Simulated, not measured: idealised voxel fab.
Name of the process module below: voxel wiring stack
We display cut, a cross-section 275 nm in width whose square cells are each 5 nm.
The cross-sections in this document take the form of a grid made of square cells. They are written out as bands, in order from top to bottom. Each band consists of one or more rows of cells.
Top height, bottom height, nm. Materials left to right, width each, nm. Single material + "all across" = fills band edge to edge. "blank" = empty.
A quick word on heights: they are counted from 0, and under that level the wafer as it came to us is one material throughout. The lowest band is different from the rest in having no bottom; it simply continues downward, written as in "from 0 down".
It should be noted that a width expressed as "30 to 40" varies in equal increments from row to row of cells within the band, taking the value of the first number at the top row and that of the second number at the bottom row.
What does "all unchanged" mean for a step? It means no cell of the cross-section changed in that step.
The list in "Tabulated closed voids" covers empty spaces of 8 cells or more that cannot reach the top through any open way, and it gives each as width x height at distance; the distance is from the left edge, and width, height and distance are in nm.
Text after the settings on a step's line: the simulator's own remark on that step.
Steps that use a mask can have "overlay nm" on their line. It says how far the mask sat to the right of where it was meant to be. Negative means to the left.
-- Listed below are the process steps as planned
| 1 | RECEIVE [material Si] |
| 2 | CONFORMAL_DEP [material SiO2] [thk nm 10] |
| 3 | DIRECTIONAL_DEP [material TiN] [thk nm 5] |
| 4 | DIRECTIONAL_DEP [material W] [thk nm 25] |
| 5 | PATTERN [tone cover] [mask id METAL_1] [material resist] [width nm 20] [pitch nm 35] [thk nm 15] [overlay nm 0] |
| 6 | DIRECTIONAL_ETCH [etch materials W] [depth nm 25] |
| 7 | DIRECTIONAL_ETCH [etch materials TiN] [depth nm 5] |
| 8 | STRIP [etch materials resist] |
| 9 | FILL_DEP [material lowk] [thk nm 5] |
| 10 | CMP [height nm 40] |
| 11 | CONFORMAL_DEP [material SiCN] [thk nm 5] |
| 12 | DIRECTIONAL_DEP [material SiO2] [thk nm 15] |
| 13 | PATTERN [tone open] [mask id PLUG_1] [material resist] [width nm 15] [pitch nm 70] [thk nm 20] [overlay nm 0] |
| 14 | DIRECTIONAL_ETCH [etch materials SiO2] [depth nm 15] |
| 15 | DIRECTIONAL_ETCH [etch materials SiCN] [depth nm 5] |
| 16 | STRIP [etch materials resist] |
| 17 | EPI [material Ru] [thk nm 10] |
| 18 | EPI [material Ru] [thk nm 10] |
| 19 | DIRECTIONAL_DEP [material TiN] [thk nm 5] |
| 20 | DIRECTIONAL_DEP [material W] [thk nm 25] |
| 21 | DIRECTIONAL_DEP [material aC] [thk nm 15] |
| 22 | PATTERN [tone cover] [mask id METAL_2] [material resist] [width nm 20] [pitch nm 35] [thk nm 30] [overlay nm 0] |
| 23 | DIRECTIONAL_ETCH [etch materials aC] [depth nm 15] |
| 24 | STRIP [etch materials resist] |
| 25 | DIRECTIONAL_ETCH [etch materials W] [depth nm 25] |
| 26 | DIRECTIONAL_ETCH [etch materials TiN] [depth nm 5] |
| 27 | STRIP [etch materials aC] |
| 28 | FILL_DEP [material lowk] [thk nm 5] |
| 29 | CMP [height nm 90] |
| 30 | CONFORMAL_DEP [material SiCN] [thk nm 5] |
| 31 | DIRECTIONAL_DEP [material SiO2] [thk nm 10] |
| 32 | DIRECTIONAL_DEP [material aC] [thk nm 10] |
| 33 | PATTERN [tone open] [mask id PLUG_2] [material resist] [width nm 15] [pitch nm 70] [thk nm 25] [overlay nm 0] |
| 34 | DIRECTIONAL_ETCH [etch materials aC] [depth nm 10] |
| 35 | STRIP [etch materials resist] |
| 36 | DIRECTIONAL_ETCH [etch materials SiO2] [depth nm 10] |
| 37 | DIRECTIONAL_ETCH [etch materials SiCN] [depth nm 5] |
| 38 | STRIP [etch materials aC] |
| 39 | CONFORMAL_DEP [material TiN] [thk nm 5] |
| 40 | FILL_DEP [material Ru] [thk nm 5] |
| 41 | CMP [height nm 105] |
| 42 | CONFORMAL_DEP [material SiN] [thk nm 5] |
| 43 | DIRECTIONAL_DEP [material SiO2] [thk nm 15] |
| 44 | PATTERN [tone open] [mask id METAL_3] [material resist] [width nm 20] [pitch nm 35] [thk nm 20] [overlay nm 0] |
| 45 | DIRECTIONAL_ETCH [etch materials SiO2] [depth nm 15] |
| 46 | DIRECTIONAL_ETCH [etch materials SiN] [depth nm 5] |
| 47 | STRIP [etch materials resist] |
| 48 | CONFORMAL_DEP [material TiN] [thk nm 5] |
| 49 | FILL_DEP [material Cu] [thk nm 10] |
| 50 | CMP [height nm 125] |
| 51 | EPI [material Ru] [thk nm 5] |
| 52 | FILL_DEP [material SiCN] [thk nm 5] |
-- Cross-section of the incoming wafer, state after step 1
    from 0 down = Si all across
    Tabulated closed voids: none
-- Starting structure and process plan are as shown above, but one mistake was made in running the module; the wafer cross-section at the end of the module follows
    from 135 to 130 = SiCN all across
    from 130 to 125 = SiCN (85) / Ru (30) / SiCN (5) / Ru (30) / SiCN (5) / Ru (30) / SiCN (90)
    from 125 to 110 = SiO2 (90) / TiN (5) / Cu (10) / TiN (5) / SiO2 (15) / TiN (5) / Cu (10) / TiN (5) / SiO2 (15) / TiN (5) / Cu (10) / TiN (5) / SiO2 (95)
    from 110 to 105 = SiN (90) / TiN (20) / SiN (15) / TiN (20) / SiN (15) / TiN (20) / SiN (95)
    from 105 to 95 = SiO2 (90) / TiN (5) / Ru (5) / TiN (5) / SiO2 (55) / TiN (5) / Ru (5) / TiN (5) / SiO2 (100)
    from 95 to 90 = SiCN (90) / TiN (15) / SiCN (55) / TiN (15) / SiCN (100)
    from 90 to 80 = lowk (90) / W (20) / lowk (15) / W (20) / lowk (15) / W (20) / lowk (95)
    from 80 to 75 = lowk (90) / W (15) / TiN (5) / lowk (15) / TiN (20) / lowk (15) / W (15) / TiN (5) / lowk (95)
    from 75 to 65 = SiO2 (90) / W (15) / SiO2 (55) / W (15) / SiO2 (100)
    from 65 to 60 = SiO2 (90) / TiN (15) / SiO2 (55) / TiN (15) / SiO2 (100)
    from 60 to 45 = SiO2 all across
    from 45 to 40 = SiCN all across
    from 40 to 15 = lowk (90) / W (20) / lowk (15) / W (20) / lowk (15) / W (20) / lowk (95)
    from 15 to 10 = lowk (90) / TiN (20) / lowk (15) / TiN (20) / lowk (15) / TiN (20) / lowk (95)
    from 10 to 0 = SiO2 all across
    from 0 down = Si all across
    Tabulated closed voids: none
Heads up, the wafer didn't run the way we planned it: step 12, plan: ran twice
